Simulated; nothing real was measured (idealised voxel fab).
Presented below is a process module, voxel ribs on slabs.
The width of the displayed cross-section, cut, is 155 nm; its cells are square, with a size of 5 nm.
Cross-section, as written here: a square-cell grid given band by band from the top down, where a band holds one or more rows of cells. First you get the band's top height and its bottom height, in nm, and then the materials it's made of, left to right, with each width in nm. If you see a single material with "full width", that one covers the band edge to edge. "blank" is empty space. Heights are measured from 0, the level below which the as-received wafer is all one material; the lowest band has no bottom and continues downward, written as in "0 nm and below". Think of "30..40" as a width that walks from the first number to the second as you go down the band, top row to bottom row, taking equal-sized steps from row to row. Where a step carries "stayed the same", the cross-section came out of it unchanged, cell for cell. The list in "Unvented cavities" covers empty spaces of 8 cells or more that cannot reach the top through any open way, and it gives each as width x height at distance; the distance is from the left edge, and width, height and distance are in nm. On each step's line, the part that comes after the settings is the simulator's own comment on the step. A step's line can hold "overlay nm"; with a mask on that step, the setting says how far right of the planned place the mask lay, while a negative setting says it lay to the left.
Here's what the planned process steps look like:
1) RECEIVE with material Si
2) DIRECTIONAL_DEP with material SiO2, thk nm 20
3) DIRECTIONAL_DEP with material SiN, thk nm 15
4) DIRECTIONAL_DEP with material aC, thk nm 15
5) PATTERN with tone cover, mask id RIB, material resist, width nm 30, thk nm 35, overlay nm 0
6) DIRECTIONAL_ETCH with etch materials aC, depth nm 15
7) STRIP with etch materials resist
8) DIRECTIONAL_ETCH with etch materials SiN, depth nm 10
9) STRIP with etch materials aC
10) MASKED_ETCH with tone cover, mask id SLAB, width nm 90, etch materials SiN, depth nm 5, overlay nm 0
11) FILL_DEP with material SiO2, thk nm 15
12) CMP with height nm 45
13) DIRECTIONAL_DEP with material W, thk nm 5
14) MASKED_ETCH with tone cover, mask id HEATER, width nm 40, etch materials W, depth nm 5, overlay nm 0
15) CONFORMAL_DEP with material SiN, thk nm 10
Received-state cross-section, reflecting completion of step 1:
	0 nm and below  Si full width
	Unvented cavities: none
As-planned run: cross-section of the first of two wafers at end of module:
	60 nm to 55 nm  blank (45)  SiN (60)  blank (50)
	55 nm to 50 nm  SiN full width
	50 nm to 45 nm  SiN (55)  W (40)  SiN (60)
	45 nm to 35 nm  SiO2 full width
	35 nm to 25 nm  SiO2 (60)  SiN (30)  SiO2 (65)
	25 nm to 20 nm  SiO2 (30)  SiN (90)  SiO2 (35)
	20 nm to 0 nm  SiO2 full width
	0 nm and below  Si full width
	Unvented cavities: none
Second of two wafers, module complete, sectioned: it shares the first wafer's start and plan but was run with one mistake:
	50 nm to 45 nm  blank (55)  W (40)  blank (60)
	45 nm to 35 nm  SiO2 full width
	35 nm to 25 nm  SiO2 (60)  SiN (30)  SiO2 (65)
	25 nm to 20 nm  SiO2 (30)  SiN (90)  SiO2 (35)
	20 nm to 0 nm  SiO2 full width
	0 nm and below  Si full width
	Unvented cavities: none
Error vs. plan: step 15 of the plan: omitted, not performed
It is noted that, at the conclusion of processing, the second wafer exhibits a higher or lower cell count for certain materials relative to the first: SiN: 66 fewer
